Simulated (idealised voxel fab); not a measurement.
The following process module bears the name voxel transistor to metal.
Square cells of 5 nm make up the cross-section cut, whose width is 170 nm.
Cross-section, as written here: a square-cell grid given band by band from the top down, where a band holds one or more rows of cells. The band entry comprises the height of the band's top followed by the height of its bottom, expressed in nm, and subsequently the band's materials from left to right, each stated together with its width in nm. Where a single material is marked with the word "full width", that material fills the band from edge to edge. The word "blank" represents empty space. Heights are reckoned from 0. Under this level, the received wafer is all of one material. The bottommost band is open-ended downward, for example "0..down". Think of "30->40" as a width that walks from the first number to the second as you go down the band, top row to bottom row, taking equal-sized steps from row to row. What does "no change" mean for a step? It means no cell of the cross-section changed in that step. In "Sealed cavities" the enclosed voids are listed, meaning empty spaces of 8 cells or larger without any opening to the top. The form is width x height at distance, distance from the left edge, units nm. Anything after a step's settings on that line? It's the simulator's own note about the step. A step line may carry the setting "overlay nm", which, for steps involving a mask, states the distance by which the mask lay to the right of its intended position; negative values denote displacement to the left.

**The steps planned for the process are as follows**
1. op RECEIVE | material Si
2. op OXIDIZE | depth nm 5
3. op CONFORMAL_DEP | material SiN | thk nm 15
4. op PATTERN | tone cover | mask id ACTIVE | material resist | width nm 95 | thk nm 15 | overlay nm 0
5. op DIRECTIONAL_ETCH | etch materials SiN | depth nm 15
6. op DIRECTIONAL_ETCH | etch materials SiO2 | depth nm 5
7. op DIRECTIONAL_ETCH | etch materials Si | depth nm 25
8. op STRIP | etch materials resist
9. op OXIDIZE | depth nm 5
10. op FILL_DEP | material SiO2 | thk nm 10
11. op CMP | height nm 15
12. op SELECTIVE_ETCH | etch materials SiO2 | depth nm 15
13. op STRIP | etch materials SiN
14. op SELECTIVE_ETCH | etch materials SiO2 | depth nm 5
15. op OXIDIZE | depth nm 5
16. op DIRECTIONAL_DEP | material polySi | thk nm 30
17. op DIRECTIONAL_DEP | material SiCN | thk nm 10
18. op MASKED_ETCH | tone cover | mask id GATE | width nm 15 | etch materials SiCN | depth nm 20 | overlay nm 0
19. op MASKED_ETCH | tone cover | mask id GATE | width nm 25 | etch materials polySi | depth nm 40 | overlay nm 0
20. op CONFORMAL_DEP | material SiN | thk nm 10
21. op DIRECTIONAL_ETCH | etch materials SiN | depth nm 10
22. op DIRECTIONAL_ETCH | etch materials SiO2 | depth nm 5
23. op EPI | material nSi | thk nm 5
24. op FILL_DEP | material SiO2 | thk nm 5
25. op CMP | height nm 35
26. op DIRECTIONAL_DEP | material SiO2 | thk nm 15
27. op PATTERN | tone open | mask id CONTACT | material resist | width nm 25 | pitch nm 60 | thk nm 15 | overlay nm 0
28. op DIRECTIONAL_ETCH | etch materials SiO2 | depth nm 55
29. op STRIP | etch materials resist
30. op CONFORMAL_DEP | material TiN | thk nm 5
31. op FILL_DEP | material Ru | thk nm 5
32. op CMP | height nm 50
33. op CONFORMAL_DEP | material SiN | thk nm 5
34. op DIRECTIONAL_DEP | material SiO2 | thk nm 20
35. op PATTERN | tone open | mask id METAL_1 | material resist | width nm 15 | pitch nm 70 | thk nm 15 | overlay nm 0
36. op DIRECTIONAL_ETCH | etch materials SiO2 | depth nm 20
37. op DIRECTIONAL_ETCH | etch materials SiN | depth nm 5
38. op STRIP | etch materials resist
39. op CONFORMAL_DEP | material TiN | thk nm 5
40. op FILL_DEP | material Ru | thk nm 10
41. op CMP | height nm 75
42. op CONFORMAL_DEP | material SiN | thk nm 5
For clarity, it should be stated that the wafers under discussion commence in an identical condition and differ with respect to the width nm of step 18, the plan indicating the value that the first wafer had.

**Cross-section: the first of several wafers in its as-received state, i.e. following step 1**
0..down: Si full width
Sealed cavities: none

**The figure below presents a cross-section of the first of several wafers at the conclusion of the module, following its last step, step 42**
80..75: SiN full width
75..55: 40 nm SiO2  5 nm TiN  5 nm Ru  5 nm TiN  55 nm SiO2  5 nm TiN  5 nm Ru  5 nm TiN  45 nm SiO2
55..50: 40 nm SiN  15 nm TiN  55 nm SiN  15 nm TiN  45 nm SiN
50..35: 40 nm SiO2  5 nm TiN  15 nm Ru  5 nm TiN  35 nm SiO2  5 nm TiN  15 nm Ru  5 nm TiN  45 nm SiO2
35..25: 40 nm SiO2  5 nm TiN  15->10 nm Ru  5->10 nm TiN  10 nm SiN  15 nm SiCN  10 nm SiN  5->10 nm TiN  15->10 nm Ru  5 nm TiN  45 nm SiO2
25..0: 40 nm SiO2  5 nm TiN  10 nm Ru  5 nm TiN  10 nm SiN  25 nm polySi  10 nm SiN  5 nm TiN  10 nm Ru  5 nm TiN  45 nm SiO2
0..-5: 40 nm SiO2  20 nm TiN  10 nm SiN  25 nm polySi  10 nm SiN  20 nm TiN  45 nm SiO2
-5..-10: 35 nm SiO2  25 nm nSi  45 nm SiO2  25 nm nSi  40 nm SiO2
-10..-35: 40 nm SiO2  85 nm Si  45 nm SiO2
-35..down: Si full width
Sealed cavities: none

**Sectional view of the last wafer upon completion of the module**
80..75: SiN full width
75..55: 40 nm SiO2  5 nm TiN  5 nm Ru  5 nm TiN  55 nm SiO2  5 nm TiN  5 nm Ru  5 nm TiN  45 nm SiO2
55..50: 40 nm SiN  15 nm TiN  55 nm SiN  15 nm TiN  45 nm SiN
50..40: 40 nm SiO2  5 nm TiN  15 nm Ru  5 nm TiN  35 nm SiO2  5 nm TiN  15 nm Ru  5 nm TiN  45 nm SiO2
40..35: 40 nm SiO2  5 nm TiN  5 nm Ru  15 nm TiN  35 nm SiO2  25 nm TiN  45 nm SiO2
35..25: 40 nm SiO2  5 nm TiN  5 nm Ru  5 nm TiN  10 nm SiN  40 nm SiCN  10 nm SiN  10 nm TiN  45 nm SiO2
25..0: 40 nm SiO2  5 nm TiN  5 nm Ru  5 nm TiN  10 nm SiN  40 nm polySi  10 nm SiN  10 nm TiN  45 nm SiO2
0..-5: 40 nm SiO2  15 nm TiN  10 nm SiN  40 nm polySi  10 nm SiN  10 nm TiN  45 nm SiO2
-5..-10: 35 nm SiO2  20 nm nSi  60 nm SiO2  15 nm nSi  40 nm SiO2
-10..-35: 40 nm SiO2  85 nm Si  45 nm SiO2
-35..down: Si full width
Sealed cavities: none

**Per-wafer rows below. For each material: cells gained (+) or lost (-) since the wafer was received, as of end of module. Then: closed voids**
width nm 15 | +56 Ru | -153 Si | +6 SiCN | +94 SiN | +429 SiO2 | +72 TiN | +10 nSi | +30 polySi | Sealed cavities: none
width nm 20 | +54 Ru | -153 Si | +8 SiCN | +94 SiN | +429 SiO2 | +72 TiN | +10 nSi | +30 polySi | Sealed cavities: none
width nm 25 | +52 Ru | -153 Si | +10 SiCN | +94 SiN | +429 SiO2 | +72 TiN | +10 nSi | +30 polySi | Sealed cavities: none
width nm 30 | +44 Ru | -153 Si | +12 SiCN | +94 SiN | +430 SiO2 | +72 TiN | +9 nSi | +36 polySi | Sealed cavities: none
width nm 35 | +36 Ru | -153 Si | +14 SiCN | +94 SiN | +431 SiO2 | +72 TiN | +8 nSi | +42 polySi | Sealed cavities: none
width nm 40 | +28 Ru | -153 Si | +16 SiCN | +94 SiN | +432 SiO2 | +72 TiN | +7 nSi | +48 polySi | Sealed cavities: none
